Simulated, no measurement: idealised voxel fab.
Module name: voxel quadruple lines (process module)
cross-section cut | 140 nm wide | cells 5 nm
Think of the cross-section as a grid of square cells. We describe it in bands, top to bottom, and each band covers one or more rows of those cells.
Band: top and bottom heights (nm) first, top before bottom; then materials from left to right, widths in nm. "throughout" marks a sole material filling the band edge to edge. "air" denotes empty space.
Measure heights from 0. That's the level where, below it, the as-received wafer is all one material. The lowest band is bottomless and extends downward; write it as in "0 and below".
Read "30 to 40" as a graded width: first number on top, second number at the bottom, same change between each pair of neighbouring rows.
Any step labelled "no modification" changed none of the cells in the cross-section.
Heads up: "Closed cavity list" only lists the empty pockets with no open path to the top that are 8 cells or more, and it writes them as width x height at distance, distance from the left edge, in nm.
What comes after the settings on a step's line is commentary from the simulator itself on that step.
overlay nm: step with mask; distance mask lay right of planned place; negative value = left of planned place.
**Planned process steps**
1) RECEIVE: material Si
2) CONFORMAL_DEP: material SiO2, thk nm 5
3) DIRECTIONAL_DEP: material TiN, thk nm 10
4) DIRECTIONAL_DEP: material polySi, thk nm 20
5) DIRECTIONAL_DEP: material aC, thk nm 20
6) PATTERN: tone cover, mask id MANDREL, material resist, width nm 20, pitch nm 60, thk nm 30, overlay nm 0
7) DIRECTIONAL_ETCH: etch materials aC, depth nm 20
8) STRIP: etch materials resist
9) CONFORMAL_DEP: material SiO2, thk nm 5
10) DIRECTIONAL_ETCH: etch materials SiO2, depth nm 10
11) STRIP: etch materials aC
12) DIRECTIONAL_ETCH: etch materials polySi, depth nm 20
13) STRIP: etch materials SiO2
14) CONFORMAL_DEP: material SiCN, thk nm 5
15) DIRECTIONAL_ETCH: etch materials SiCN, depth nm 5
16) STRIP: etch materials polySi
17) DIRECTIONAL_ETCH: etch materials TiN, depth nm 10
18) STRIP: etch materials SiCN
19) FILL_DEP: material lowk, thk nm 10
20) CMP: height nm 15
Split variable: thk nm, step 9. Plan value = first wafer. Wafers start alike.
**Cut through the first of several wafers as received, post step 1**
* 0 and below | Si throughout
* Closed cavity list: none
**Wafer rows, end of module: cells per material gained (+) or lost (-) since receipt; closed voids last**
thk nm 5, +28 SiO2, +16 TiN, +40 lowk, Closed cavity list: none
thk nm 10, +28 SiO2, +16 TiN, +40 lowk, Closed cavity list: none
thk nm 15, +28 SiO2, +56 lowk, Closed cavity list: none
thk nm 20, +28 SiO2, +56 lowk, Closed cavity list: none
thk nm 25, +28 SiO2, +56 lowk, Closed cavity list: none
